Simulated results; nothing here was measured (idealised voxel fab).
Presented below is a process module, voxel gate over fins.
In the cross-section labelled cut, the width is 220 nm and each square cell is 5 nm.
Cross-section format: a grid of square cells, given as bands from top to bottom; each band is one or more rows of cells. Band entry format. Leading values: height of top, height of bottom, nm. Remainder: materials in left-to-right order, each with its width in nm. Special words: "all across" on a single material, which then fills the band edge to edge; "blank", empty space. It should be noted that heights are counted from 0, beneath which the wafer as supplied is of one material throughout, and that the lowest band possesses no lower boundary but continues downward, as written in "0 and below". With a width like "30->40", each row of cells in the band differs from the next by the same amount, the top row carrying the first number and the bottom row the second. "remains unaltered" for a step: no cell of the cross-section changed in that step. Each empty space that has no open way to the top and spans at least 8 cells appears under "Sealed internal voids" as width x height at distance, the distance counted from the left edge, all in nm. That trailing text on a step's line, after the settings, is the simulator's own remark on the step. "overlay nm" denotes, for a step that has a mask, the displacement of the mask to the right of its planned place, with negative values corresponding to the left.
THE STEPS PLANNED FOR THE PROCESS ARE AS FOLLOWS
1) RECEIVE | material Si
2) CONFORMAL_DEP | material SiN | thk nm 10
3) MASKED_ETCH | tone cover | mask id FINS | width nm 15 | pitch nm 35 | etch materials SiN | depth nm 10 | overlay nm 0
4) MASKED_ETCH | tone cover | mask id FINS | width nm 15 | pitch nm 35 | etch materials Si | depth nm 30 | overlay nm 0
5) OXIDIZE | depth nm 5
6) FILL_DEP | material SiO2 | thk nm 10
7) CMP | height nm 10
8) SELECTIVE_ETCH | etch materials SiO2 | depth nm 25
9) STRIP | etch materials SiN
10) CONFORMAL_DEP | material HfO2 | thk nm 5
11) CONFORMAL_DEP | material TiN | thk nm 5
12) CONFORMAL_DEP | material TiAl | thk nm 5
13) CONFORMAL_DEP | material TiN | thk nm 5
14) FILL_DEP | material W | thk nm 15
15) CMP | height nm 30
16) CONFORMAL_DEP | material SiN | thk nm 5
CROSS-SECTION: WAFER ON ARRIVAL = AFTER STEP 1
	0 and below: Si all across
	Sealed internal voids: none
FIRST WAFER OF TWO, SECTIONED AT END OF MODULE; RUN WENT PER PLAN
	35 down to 30: SiN all across
	30 down to 20: W all across
	20 down to 15: W: 70  TiN: 80  W: 70
	15 down to 10: W: 70  TiN: 5  TiAl: 70  TiN: 5  W: 70
	10 down to 5: W: 70  TiN: 5  TiAl: 5  TiN: 25  TiAl: 10  TiN: 25  TiAl: 5  TiN: 5  W: 70
	5 down to 0: TiN: 75  TiAl: 5  TiN: 5  HfO2: 15  TiN: 5  TiAl: 10  TiN: 5  HfO2: 15  TiN: 5  TiAl: 5  TiN: 75
	0 down to -5: TiAl: 80  TiN: 5  HfO2: 5  Si: 5  HfO2: 5  TiN: 5  TiAl: 10  TiN: 5  HfO2: 5  Si: 5  HfO2: 5  TiN: 5  TiAl: 80
	-5 down to -10: TiN: 85  HfO2: 5  Si: 5  HfO2: 5  TiN: 20  HfO2: 5  Si: 5  HfO2: 5  TiN: 85
	-10 down to -15: HfO2: 90  Si: 5  HfO2: 30  Si: 5  HfO2: 90
	-15 down to -35: SiO2: 90  Si: 5  SiO2: 30  Si: 5  SiO2: 90
	-35 and below: Si all across
	Sealed internal voids: none
THIS CROSS-SECTION BELONGS TO THE SECOND WAFER OF TWO AT THE END OF THE MODULE; THE START AND THE PLAN WERE SHARED WITH THE FIRST, AND THE RUN INCLUDED ONE MISTAKE
	35 down to 30: SiN all across
	30 down to 15: W all across
	15 down to 10: W: 75  TiN: 70  W: 75
	10 down to 5: W: 75  TiN: 5  TiAl: 25  TiN: 10  TiAl: 25  TiN: 5  W: 75
	5 down to 0: W: 75  TiN: 5  TiAl: 5  HfO2: 15  TiAl: 5  TiN: 10  TiAl: 5  HfO2: 15  TiAl: 5  TiN: 5  W: 75
	0 down to -5: TiN: 80  TiAl: 5  HfO2: 5  Si: 5  HfO2: 5  TiAl: 5  TiN: 10  TiAl: 5  HfO2: 5  Si: 5  HfO2: 5  TiAl: 5  TiN: 80
	-5 down to -10: TiAl: 85  HfO2: 5  Si: 5  HfO2: 5  TiAl: 20  HfO2: 5  Si: 5  HfO2: 5  TiAl: 85
	-10 down to -15: HfO2: 90  Si: 5  HfO2: 30  Si: 5  HfO2: 90
	-15 down to -35: SiO2: 90  Si: 5  SiO2: 30  Si: 5  SiO2: 90
	-35 and below: Si all across
	Sealed internal voids: none
Processing error: not run: step 11 of the plan (skipped)
The second wafer ends with more or fewer cells of some materials than the first, per final count: TiN: 50 fewer, W: 50 more
